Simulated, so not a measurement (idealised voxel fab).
Module name: voxel transistor to metal (process module)
Each square cell in cross-section cut measures 5 nm, and the section as a whole is 285 nm wide.
Cross-section, as written here: a square-cell grid given band by band from the top down, where a band holds one or more rows of cells. In this notation a band is specified by the heights of its top and bottom, in that order and in nm, after which its materials appear from left to right, each paired with its width in nm. The word "edge to edge" attached to a single material means that material fills the band from edge to edge; the word "blank" stands for empty space. Counting heights begins at 0, where everything beneath is, in the wafer as received, one material. The lowest band has no bottom; it goes on downwards, as "0 down" shows. A width such as "30 to 40" changes by the same amount from each row of cells to the next, from the band's top row to its bottom row. No cell of the cross-section changed in a step that is given as "nothing different". The entry "Sealed internal cavities" lists the empty spaces that cover at least 8 cells and have no open path to the top. Each is written as width x height at distance, where the distance is measured from the left edge and all three values are in nm. On a step's line, text after the settings is the simulator commenting on that step. What "overlay nm" on a step's line means: if the step has a mask, that mask lay this far to the right of its planned place, or, when the value is negative, to the left.
This section lists the process steps that were planned:
1. RECEIVE with material Si
2. CONFORMAL_DEP with material SiO2, thk nm 5
3. CONFORMAL_DEP with material SiN, thk nm 10
4. PATTERN with tone cover, mask id ACTIVE, material resist, width nm 110, pitch nm 135, thk nm 20, overlay nm 0
5. DIRECTIONAL_ETCH with etch materials SiN, depth nm 10
6. DIRECTIONAL_ETCH with etch materials SiO2, depth nm 5
7. DIRECTIONAL_ETCH with etch materials Si, depth nm 25
8. STRIP with etch materials resist
9. FILL_DEP with material SiO2, thk nm 5
10. CMP with height nm 15
11. SELECTIVE_ETCH with etch materials SiO2, depth nm 5
12. STRIP with etch materials SiN
13. SELECTIVE_ETCH with etch materials SiO2, depth nm 5
14. OXIDIZE with depth nm 5
15. DIRECTIONAL_DEP with material polySi, thk nm 30
16. DIRECTIONAL_DEP with material SiCN, thk nm 10
17. MASKED_ETCH with tone cover, mask id GATE, width nm 20, pitch nm 135, etch materials SiCN, depth nm 20, overlay nm 0
18. MASKED_ETCH with tone cover, mask id GATE, width nm 20, pitch nm 135, etch materials polySi, depth nm 40, overlay nm 0
19. CONFORMAL_DEP with material SiO2, thk nm 5
20. DIRECTIONAL_ETCH with etch materials SiO2, depth nm 5
21. CONFORMAL_DEP with material SiN, thk nm 10
22. DIRECTIONAL_ETCH with etch materials SiN, depth nm 10
23. DIRECTIONAL_ETCH with etch materials SiO2, depth nm 5
24. EPI with material SiGe, thk nm 5
25. FILL_DEP with material SiO2, thk nm 5
26. CMP with height nm 40
27. DIRECTIONAL_DEP with material SiO2, thk nm 15
28. PATTERN with tone open, mask id CONTACT, material resist, width nm 30, thk nm 20, overlay nm 0
29. DIRECTIONAL_ETCH with etch materials SiO2, depth nm 55
30. STRIP with etch materials resist
31. CONFORMAL_DEP with material TiN, thk nm 5
32. FILL_DEP with material W, thk nm 5
33. CMP with height nm 55
34. DIRECTIONAL_DEP with material TiN, thk nm 5
35. DIRECTIONAL_DEP with material Ru, thk nm 25
36. PATTERN with tone cover, mask id METAL_1, material resist, width nm 20, thk nm 15, overlay nm 0
37. DIRECTIONAL_ETCH with etch materials Ru, depth nm 25
38. DIRECTIONAL_ETCH with etch materials TiN, depth nm 5
39. STRIP with etch materials resist
40. FILL_DEP with material SiO2, thk nm 5
41. CMP with height nm 85
42. CONFORMAL_DEP with material SiCN, thk nm 5
Received-state cross-section, reflecting completion of step 1:
  0 down = Si edge to edge
  Sealed internal cavities: none
The first of the two wafers as seen in cross-section once the module was finished; processing followed the plan:
  90 to 85 = SiCN edge to edge
  85 to 60 = SiO2=30 | Ru=20 | SiO2=50 | Ru=20 | SiO2=45 | Ru=20 | SiO2=50 | Ru=20 | SiO2=30
  60 to 55 = SiO2=30 | TiN=20 | SiO2=50 | TiN=20 | SiO2=45 | TiN=20 | SiO2=50 | TiN=20 | SiO2=30
  55 to 45 = SiO2=30 | TiN=5 | W=20 | TiN=5 | SiO2=30 | TiN=5 | W=20 | TiN=5 | SiO2=45 | TiN=5 | W=20 | TiN=5 | SiO2=30 | TiN=5 | W=20 | TiN=5 | SiO2=30
  45 to 40 = SiO2=30 | TiN=5 | W=10 | TiN=15 | SiO2=30 | TiN=15 | W=10 | TiN=5 | SiO2=45 | TiN=5 | W=10 | TiN=15 | SiO2=30 | TiN=15 | W=10 | TiN=5 | SiO2=30
  40 to 30 = SiO2=30 | TiN=5 | W=10 | TiN=5 | SiN=10 | SiO2=5 | SiCN=20 | SiO2=5 | SiN=10 | TiN=5 | W=10 | TiN=5 | SiO2=45 | TiN=5 | W=10 | TiN=5 | SiN=10 | SiO2=5 | SiCN=20 | SiO2=5 | SiN=10 | TiN=5 | W=10 | TiN=5 | SiO2=30
  30 to 5 = SiO2=30 | TiN=5 | W=10 | TiN=5 | SiN=10 | SiO2=5 | polySi=20 | SiO2=5 | SiN=10 | TiN=5 | W=10 | TiN=5 | SiO2=45 | TiN=5 | W=10 | TiN=5 | SiN=10 | SiO2=5 | polySi=20 | SiO2=5 | SiN=10 | TiN=5 | W=10 | TiN=5 | SiO2=30
  5 to 0 = SiO2=20 | SiN=10 | TiN=20 | SiN=10 | SiO2=5 | polySi=20 | SiO2=5 | SiN=10 | TiN=20 | SiN=10 | SiO2=25 | SiN=10 | TiN=20 | SiN=10 | SiO2=5 | polySi=20 | SiO2=5 | SiN=10 | TiN=20 | SiN=10 | SiO2=20
  0 to -5 = SiO2=30 | SiGe=20 | SiO2=50 | SiGe=20 | SiO2=45 | SiGe=20 | SiO2=50 | SiGe=20 | SiO2=30
  -5 to -25 = SiO2=20 | Si=110 | SiO2=25 | Si=110 | SiO2=20
  -25 down = Si edge to edge
  Sealed internal cavities: none
Cross-sectional view: second of two wafers, end of module; start and plan identical to the first, one mistake in running:
  90 to 85 = SiCN edge to edge
  85 to 60 = SiO2=30 | Ru=20 | SiO2=50 | Ru=20 | SiO2=45 | Ru=20 | SiO2=50 | Ru=20 | SiO2=30
  60 to 55 = SiO2=30 | TiN=20 | SiO2=50 | TiN=20 | SiO2=45 | TiN=20 | SiO2=50 | TiN=20 | SiO2=30
  55 to 45 = SiO2=30 | TiN=5 | W=20 | TiN=5 | SiO2=30 | TiN=5 | W=20 | TiN=5 | SiO2=45 | TiN=5 | W=20 | TiN=5 | SiO2=30 | TiN=5 | W=20 | TiN=5 | SiO2=30
  45 to 40 = SiO2=30 | TiN=5 | W=10 | TiN=15 | SiO2=30 | TiN=15 | W=10 | TiN=5 | SiO2=45 | TiN=5 | W=10 | TiN=15 | SiO2=30 | TiN=15 | W=10 | TiN=5 | SiO2=30
  40 to 30 = SiO2=30 | TiN=5 | W=10 | TiN=5 | SiN=10 | SiO2=5 | SiCN=20 | SiO2=5 | SiN=10 | TiN=5 | W=10 | TiN=5 | SiO2=45 | TiN=5 | W=10 | TiN=5 | SiN=10 | SiO2=5 | SiCN=20 | SiO2=5 | SiN=10 | TiN=5 | W=10 | TiN=5 | SiO2=30
  30 to 20 = SiO2=30 | TiN=5 | W=10 | TiN=5 | SiN=10 | SiO2=5 | polySi=20 | SiO2=5 | SiN=10 | TiN=5 | W=10 | TiN=5 | SiO2=45 | TiN=5 | W=10 | TiN=5 | SiN=10 | SiO2=5 | polySi=20 | SiO2=5 | SiN=10 | TiN=5 | W=10 | TiN=5 | SiO2=30
  20 to 15 = SiO2=30 | TiN=20 | SiN=10 | SiO2=5 | polySi=20 | SiO2=5 | SiN=10 | TiN=20 | SiO2=45 | TiN=20 | SiN=10 | SiO2=5 | polySi=20 | SiO2=5 | SiN=10 | TiN=20 | SiO2=30
  15 to 5 = SiO2=50 | SiN=10 | SiO2=5 | polySi=20 | SiO2=5 | SiN=10 | SiO2=85 | SiN=10 | SiO2=5 | polySi=20 | SiO2=5 | SiN=10 | SiO2=50
  5 to 0 = SiO2=20 | SiN=10 | SiO2=20 | SiN=10 | SiO2=5 | polySi=20 | SiO2=5 | SiN=10 | SiO2=20 | SiN=10 | SiO2=25 | SiN=10 | SiO2=20 | SiN=10 | SiO2=5 | polySi=20 | SiO2=5 | SiN=10 | SiO2=20 | SiN=10 | SiO2=20
  0 to -5 = SiO2=30 | SiGe=20 | SiO2=50 | SiGe=20 | SiO2=45 | SiGe=20 | SiO2=50 | SiGe=20 | SiO2=30
  -5 to -25 = SiO2=20 | Si=110 | SiO2=25 | Si=110 | SiO2=20
  -25 down = Si edge to edge
  Sealed internal cavities: none
Deviation noted in wafer processing: it should be noted that step 27 of the plan was executed twice
End check, counted in cells, second wafer has more or fewer of these materials than the first: +48 SiO2 | -24 TiN | -24 W
